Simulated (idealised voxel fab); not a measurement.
The process module that follows is named voxel capacitor over wiring.
The figure presents cross-section cut, which has a width of 170 nm and is divided into square cells with an edge length of 5 nm.
A cross-section is written here as square cells arranged in a grid, and it is given in bands from the top down, each band taking up one or more rows of cells.
Read a band's entry like this: the first values are the height of its top and the height of its bottom in nm, and what follows is the sequence of materials from left to right, each with its width in nm. Note that "air" is empty space, and that a single material marked "full width" reaches across the band from edge to edge.
The reference from which all heights are counted is 0, the level beneath which the as-received wafer is entirely one material; the lowest band, having no lower bound, proceeds downward and is written after the example "top 0, no bottom".
The two numbers in a width such as "30..40" mark its ends across the band: the first belongs to the top row of cells, the second to the bottom row, and from each row to the next the width moves by the same amount.
Given "nothing altered" for a step, no cell of the cross-section differs between before and after that step.
Voids not open to the top, 8 cells minimum: see "Closed void inventory". Written width x height at distance; distance is from the left edge; nm.
Text after the settings on a step's line: the simulator's own remark on that step.
Regarding "overlay nm": on a step with a mask, it is the distance the mask lay to the right of its planned place; a negative value places it to the left.
**The process steps that were planned are listed below**
1) RECEIVE: material Si
2) CONFORMAL_DEP: material SiO2, thk nm 10
3) CONFORMAL_DEP: material SiN, thk nm 5
4) DIRECTIONAL_DEP: material SiO2, thk nm 15
5) PATTERN: tone open, mask id METAL_1, material resist, width nm 30, pitch nm 95, thk nm 15, overlay nm 0
6) DIRECTIONAL_ETCH: etch materials SiO2, depth nm 15
7) DIRECTIONAL_ETCH: etch materials SiN, depth nm 5
8) STRIP: etch materials resist
9) CONFORMAL_DEP: material TiN, thk nm 5
10) FILL_DEP: material Cu, thk nm 5
11) CMP: height nm 30
12) CONFORMAL_DEP: material SiCN, thk nm 5
13) DIRECTIONAL_DEP: material SiO2, thk nm 10
14) DIRECTIONAL_DEP: material aC, thk nm 10
15) PATTERN: tone open, mask id PLUG_1, material resist, width nm 15, thk nm 25, overlay nm 0
16) DIRECTIONAL_ETCH: etch materials aC, depth nm 10
17) STRIP: etch materials resist
18) DIRECTIONAL_ETCH: etch materials SiO2, depth nm 10
19) DIRECTIONAL_ETCH: etch materials SiCN, depth nm 5
20) STRIP: etch materials aC
21) CONFORMAL_DEP: material TiN, thk nm 5
22) FILL_DEP: material Ru, thk nm 5
23) CMP: height nm 45
24) DIRECTIONAL_DEP: material TiN, thk nm 10
25) DIRECTIONAL_DEP: material HfO2, thk nm 5
26) DIRECTIONAL_DEP: material TiN, thk nm 10
27) MASKED_ETCH: tone cover, mask id UPPER_PLATE, width nm 70, etch materials TiN, depth nm 10, overlay nm 0
28) MASKED_ETCH: tone cover, mask id UPPER_PLATE, width nm 70, etch materials HfO2, depth nm 5, overlay nm 0
29) DIRECTIONAL_DEP: material aC, thk nm 15
30) PATTERN: tone cover, mask id LOWER_PLATE, material resist, width nm 80, thk nm 30, overlay nm 0
31) DIRECTIONAL_ETCH: etch materials aC, depth nm 15
32) STRIP: etch materials resist
33) DIRECTIONAL_ETCH: etch materials TiN, depth nm 10
34) STRIP: etch materials aC
35) FILL_DEP: material SiO2, thk nm 15
36) CMP: height nm 80
37) PATTERN: tone open, mask id PLUG_2, material resist, width nm 15, thk nm 15, overlay nm 0
38) DIRECTIONAL_ETCH: etch materials SiO2, depth nm 10
39) STRIP: etch materials resist
40) CONFORMAL_DEP: material TiN, thk nm 5
41) FILL_DEP: material Ru, thk nm 10
42) CMP: height nm 80
43) CONFORMAL_DEP: material SiCN, thk nm 5
**As-received state of the wafer in cross-section, equivalent to post-step 1**
> top 0, no bottom = Si full width
> Closed void inventory: none
**Figure: cross-sectional view of the wafer upon completion of the module, processed from the initial state and according to the plan depicted above, with one error introduced during execution**
> top 85, bottom 80 = SiCN full width
> top 80, bottom 75 = SiO2=45; TiN=5; Ru=5; TiN=5; SiO2=110
> top 75, bottom 70 = SiO2=45; TiN=15; SiO2=110
> top 70, bottom 60 = SiO2=35; TiN=70; SiO2=65
> top 60, bottom 55 = SiO2=35; HfO2=70; SiO2=65
> top 55, bottom 45 = SiO2=30; TiN=80; SiO2=60
> top 45, bottom 35 = SiO2=35; TiN=5; Ru=5; TiN=5; SiO2=120
> top 35, bottom 30 = SiCN=35; TiN=15; SiCN=120
> top 30, bottom 25 = SiN=20; TiN=30; SiN=65; TiN=30; SiN=25
> top 25, bottom 0 = SiO2 full width
> top 0, no bottom = Si full width
> Closed void inventory: none
The mistake made against the process plan was this: plan steps 3 and 4 run swapped
